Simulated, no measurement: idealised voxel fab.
Process module heading - voxel wiring stack
Cross-sectional view cut (width: 205 nm; square cell size: 5 nm).
Bands, listed from the top down, are how a cross-section gets written in this document; the cross-section itself is a grid of square cells, and a band is one or more rows of them. Basically the band line says how high the top is and how high the bottom is, in nm, and then what's in it from left to right, every material with its width in nm. Empty space shows up as "blank", and if a single material carries "all across" it runs the full band edge to edge. Heads up on the height convention: 0 is the point under which the incoming wafer is all one material, and the lowest band has no bottom, it just keeps going down, like "from 0 down". Quick explanation for "30..40": the width changes in equal steps down the rows of cells, from the first number in the band's top row to the second number in its bottom row. Given "nothing altered" for a step, no cell of the cross-section differs between before and after that step. Closed-off voids of 8+ cells (no open route to the top) go in "Enclosed internal voids", written width x height at distance from the left edge, in nm. Heads up: the bit after the settings on a step's line is the simulator's remark on that step. overlay nm: for a step with a mask, the amount by which the mask lay right of where it was planned; a negative amount means left of it.
-- This section lists the process steps that were planned
1) RECEIVE: material Si
2) CONFORMAL_DEP: material SiO2, thk nm 10
3) DIRECTIONAL_DEP: material TiN, thk nm 5
4) DIRECTIONAL_DEP: material W, thk nm 20
5) PATTERN: tone cover, mask id METAL_1, material resist, width nm 30, pitch nm 50, thk nm 20, overlay nm 0
6) DIRECTIONAL_ETCH: etch materials W, depth nm 20
7) DIRECTIONAL_ETCH: etch materials TiN, depth nm 5
8) STRIP: etch materials resist
9) FILL_DEP: material SiO2, thk nm 10
10) CMP: height nm 35
11) CONFORMAL_DEP: material SiCN, thk nm 5
12) DIRECTIONAL_DEP: material lowk, thk nm 30
13) PATTERN: tone open, mask id METAL_2_HOLES, material resist, width nm 15, pitch nm 50, thk nm 20, overlay nm 0
14) DIRECTIONAL_ETCH: etch materials lowk, depth nm 30
15) STRIP: etch materials resist
16) PATTERN: tone open, mask id METAL_2, material resist, width nm 30, pitch nm 50, thk nm 15, overlay nm 0
17) DIRECTIONAL_ETCH: etch materials lowk, depth nm 15
18) DIRECTIONAL_ETCH: etch materials SiCN, depth nm 5
19) STRIP: etch materials resist
20) CONFORMAL_DEP: material TiN, thk nm 5
21) FILL_DEP: material Ru, thk nm 5
22) CMP: height nm 70
23) CONFORMAL_DEP: material SiCN, thk nm 5
24) DIRECTIONAL_DEP: material SiO2, thk nm 25
25) PATTERN: tone open, mask id METAL_3_HOLES, material resist, width nm 15, pitch nm 50, thk nm 20, overlay nm 0
26) DIRECTIONAL_ETCH: etch materials SiO2, depth nm 25
27) STRIP: etch materials resist
28) DIRECTIONAL_DEP: material aC, thk nm 15
29) PATTERN: tone open, mask id METAL_3, material resist, width nm 30, pitch nm 50, thk nm 35, overlay nm 0
30) DIRECTIONAL_ETCH: etch materials aC, depth nm 15
31) STRIP: etch materials resist
32) DIRECTIONAL_ETCH: etch materials SiO2, depth nm 15
33) DIRECTIONAL_ETCH: etch materials SiCN, depth nm 5
34) STRIP: etch materials aC
35) CONFORMAL_DEP: material TiN, thk nm 5
36) FILL_DEP: material Cu, thk nm 10
37) CMP: height nm 100
38) CONFORMAL_DEP: material SiCN, thk nm 5
39) DIRECTIONAL_DEP: material lowk, thk nm 35
40) DIRECTIONAL_DEP: material aC, thk nm 15
41) PATTERN: tone open, mask id METAL_4, material resist, width nm 30, pitch nm 50, thk nm 30, overlay nm 0
42) DIRECTIONAL_ETCH: etch materials aC, depth nm 15
43) STRIP: etch materials resist
44) DIRECTIONAL_ETCH: etch materials lowk, depth nm 20
45) STRIP: etch materials aC
46) PATTERN: tone open, mask id METAL_4_HOLES, material resist, width nm 15, pitch nm 50, thk nm 20, overlay nm -15
47) DIRECTIONAL_ETCH: etch materials lowk, depth nm 15
48) DIRECTIONAL_ETCH: etch materials SiCN, depth nm 5
49) STRIP: etch materials resist
50) CONFORMAL_DEP: material TiN, thk nm 5
51) FILL_DEP: material Ru, thk nm 5
52) CMP: height nm 140
53) CONFORMAL_DEP: material SiCN, thk nm 5
Variable across wafers: step 46 overlay nm (plan value is that of the first wafer; starting state common to all).
-- So this is the first of several wafers, cross-sectioned as it came to us, meaning it's at the end of step 1
    from 0 down: Si all across
    Enclosed internal voids: none
-- First wafer of several, cross-section, module end, after step 53 (last)
    from 145 to 140: SiCN all across
    from 140 to 130: 45 lowk, then 5 TiN, then 35 Ru, then 5 TiN, then 5 lowk, then 5 TiN, then 35 Ru, then 5 TiN, then 65 lowk
    from 130 to 125: 45 lowk, then 20 TiN, then 20 Ru, then 5 TiN, then 5 lowk, then 20 TiN, then 20 Ru, then 5 TiN, then 65 lowk
    from 125 to 120: 60 lowk, then 30 TiN, then 20 lowk, then 30 TiN, then 65 lowk
    from 120 to 105: lowk all across
    from 105 to 100: SiCN all across
    from 100 to 90: 60 SiO2, then 5 TiN, then 20 Cu, then 5 TiN, then 20 SiO2, then 5 TiN, then 20 Cu, then 5 TiN, then 65 SiO2
    from 90 to 85: 60 SiO2, then 5 TiN, then 5 Cu, then 20 TiN, then 20 SiO2, then 5 TiN, then 5 Cu, then 20 TiN, then 65 SiO2
    from 85 to 75: 60 SiO2, then 5 TiN, then 5 Cu, then 5 TiN, then 35 SiO2, then 5 TiN, then 5 Cu, then 5 TiN, then 80 SiO2
    from 75 to 70: 60 SiCN, then 15 TiN, then 35 SiCN, then 15 TiN, then 80 SiCN
    from 70 to 60: 60 lowk, then 5 TiN, then 20 Ru, then 5 TiN, then 20 lowk, then 5 TiN, then 20 Ru, then 5 TiN, then 65 lowk
    from 60 to 55: 60 lowk, then 5 TiN, then 5 Ru, then 20 TiN, then 20 lowk, then 5 TiN, then 5 Ru, then 20 TiN, then 65 lowk
    from 55 to 40: 60 lowk, then 5 TiN, then 5 Ru, then 5 TiN, then 35 lowk, then 5 TiN, then 5 Ru, then 5 TiN, then 80 lowk
    from 40 to 35: 60 SiCN, then 15 TiN, then 35 SiCN, then 15 TiN, then 80 SiCN
    from 35 to 15: 60 SiO2, then 30 W, then 20 SiO2, then 30 W, then 65 SiO2
    from 15 to 10: 60 SiO2, then 30 TiN, then 20 SiO2, then 30 TiN, then 65 SiO2
    from 10 to 0: SiO2 all across
    from 0 down: Si all across
    Enclosed internal voids: none
-- Final wafer of several, shown in cross-section at the end of the module
    from 145 to 140: SiCN all across
    from 140 to 125: 60 lowk, then 5 TiN, then 20 Ru, then 5 TiN, then 20 lowk, then 5 TiN, then 20 Ru, then 5 TiN, then 65 lowk
    from 125 to 120: 60 lowk, then 20 TiN, then 5 Ru, then 5 TiN, then 20 lowk, then 20 TiN, then 5 Ru, then 5 TiN, then 65 lowk
    from 120 to 105: 75 lowk, then 5 TiN, then 5 Ru, then 5 TiN, then 35 lowk, then 5 TiN, then 5 Ru, then 5 TiN, then 65 lowk
    from 105 to 100: 75 SiCN, then 15 TiN, then 35 SiCN, then 15 TiN, then 65 SiCN
    from 100 to 90: 60 SiO2, then 5 TiN, then 20 Cu, then 5 TiN, then 20 SiO2, then 5 TiN, then 20 Cu, then 5 TiN, then 65 SiO2
    from 90 to 85: 60 SiO2, then 5 TiN, then 5 Cu, then 20 TiN, then 20 SiO2, then 5 TiN, then 5 Cu, then 20 TiN, then 65 SiO2
    from 85 to 75: 60 SiO2, then 5 TiN, then 5 Cu, then 5 TiN, then 35 SiO2, then 5 TiN, then 5 Cu, then 5 TiN, then 80 SiO2
    from 75 to 70: 60 SiCN, then 15 TiN, then 35 SiCN, then 15 TiN, then 80 SiCN
    from 70 to 60: 60 lowk, then 5 TiN, then 20 Ru, then 5 TiN, then 20 lowk, then 5 TiN, then 20 Ru, then 5 TiN, then 65 lowk
    from 60 to 55: 60 lowk, then 5 TiN, then 5 Ru, then 20 TiN, then 20 lowk, then 5 TiN, then 5 Ru, then 20 TiN, then 65 lowk
    from 55 to 40: 60 lowk, then 5 TiN, then 5 Ru, then 5 TiN, then 35 lowk, then 5 TiN, then 5 Ru, then 5 TiN, then 80 lowk
    from 40 to 35: 60 SiCN, then 15 TiN, then 35 SiCN, then 15 TiN, then 80 SiCN
    from 35 to 15: 60 SiO2, then 30 W, then 20 SiO2, then 30 W, then 65 SiO2
    from 15 to 10: 60 SiO2, then 30 TiN, then 20 SiO2, then 30 TiN, then 65 SiO2
    from 10 to 0: SiO2 all across
    from 0 down: Si all across
    Enclosed internal voids: none
-- Per wafer (row), end of module: delta in cells per material since receipt, (+) for gained, (-) for lost; closed voids after that
overlay nm -15; +22 Cu; +60 Ru; +152 SiCN; +384 SiO2; +110 TiN; +48 W; +413 lowk; Enclosed internal voids: none
overlay nm -10; +22 Cu; +56 Ru; +150 SiCN; +384 SiO2; +116 TiN; +48 W; +413 lowk; Enclosed internal voids: none
overlay nm -5; +22 Cu; +52 Ru; +148 SiCN; +384 SiO2; +122 TiN; +48 W; +413 lowk; Enclosed internal voids: none
overlay nm 0; +22 Cu; +56 Ru; +146 SiCN; +384 SiO2; +120 TiN; +48 W; +413 lowk; Enclosed internal voids: none
overlay nm 5; +22 Cu; +56 Ru; +146 SiCN; +384 SiO2; +120 TiN; +48 W; +413 lowk; Enclosed internal voids: none
overlay nm 10; +22 Cu; +56 Ru; +146 SiCN; +384 SiO2; +120 TiN; +48 W; +413 lowk; Enclosed internal voids: none
overlay nm 15; +22 Cu; +56 Ru; +146 SiCN; +384 SiO2; +120 TiN; +48 W; +413 lowk; Enclosed internal voids: none
